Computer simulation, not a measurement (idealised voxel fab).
Process module heading - voxel ribs on slabs
Xsec cut, 145 nm wide, square cell size 5 nm.
Square cells in a grid make up a cross-section in this document, and the grid is given as bands, listed from the top down, each one or more rows of cells.
Quick guide to a band line: top height, bottom height (nm) up front; then every material left to right with its width in nm. Only one material and it's marked "edge to edge"? Then it fills the band edge to edge. And "air" just means empty space.
The reference from which all heights are counted is 0, the level beneath which the as-received wafer is entirely one material; the lowest band, having no lower bound, proceeds downward and is written after the example "0 -> down".
The notation "30..40" denotes a width that varies across the rows of cells in the band, beginning at the first number in the top row, finishing at the second number in the bottom row, and changing by an identical amount from each row to the next.
"nothing altered" -> step changed no cross-section cell.
Entry "Unvented cavities" = empty spaces >= 8 cells with no open way to the top; each as width x height at distance, distance from left edge, all nm.
Step line, after settings: the simulator's comment on this step.
The line of a step may include "overlay nm". On a step with a mask, this value is how far to the right of its planned place the mask lay. A negative value means the mask lay to the left.

[Steps planned for the process]
step 1: RECEIVE [material Si]
step 2: DIRECTIONAL_DEP [material SiO2] [thk nm 30]
step 3: DIRECTIONAL_DEP [material polySi] [thk nm 25]
step 4: PATTERN [tone cover] [mask id RIB] [material resist] [width nm 30] [thk nm 15] [overlay nm 0]
step 5: DIRECTIONAL_ETCH [etch materials polySi] [depth nm 20]
step 6: STRIP [etch materials resist]
step 7: DIRECTIONAL_DEP [material aC] [thk nm 10]
step 8: PATTERN [tone cover] [mask id SLAB] [material resist] [width nm 80] [thk nm 30] [overlay nm 0]
step 9: DIRECTIONAL_ETCH [etch materials aC] [depth nm 10]
step 10: STRIP [etch materials resist]
step 11: DIRECTIONAL_ETCH [etch materials polySi] [depth nm 5]
step 12: STRIP [etch materials aC]
step 13: FILL_DEP [material SiO2] [thk nm 25]
step 14: CMP [height nm 70]
step 15: DIRECTIONAL_DEP [material W] [thk nm 5]
step 16: MASKED_ETCH [tone cover] [mask id HEATER] [width nm 40] [etch materials W] [depth nm 5] [overlay nm 0]
step 17: CONFORMAL_DEP [material SiN] [thk nm 5]

[Cross-section of the wafer upon arrival, representing the state reached after step 1]
* 0 -> down  Si edge to edge
* Unvented cavities: none

[Wafer at module end, in section. Began as above, planned as above, run with one mistake]
* 80 -> 75  air=45 | polySi=50 | air=50
* 75 -> 70  polySi=50 | W=40 | polySi=55
* 70 -> 55  SiO2 edge to edge
* 55 -> 35  SiO2=55 | polySi=30 | SiO2=60
* 35 -> 30  SiO2=30 | polySi=80 | SiO2=35
* 30 -> 0  SiO2 edge to edge
* 0 -> down  Si edge to edge
* Unvented cavities: none
In executing the process, a mistake was made relative to the plan: note that step 17 departed from the planned setting and was carried out as CONFORMAL_DEP [material polySi] [thk nm 5]
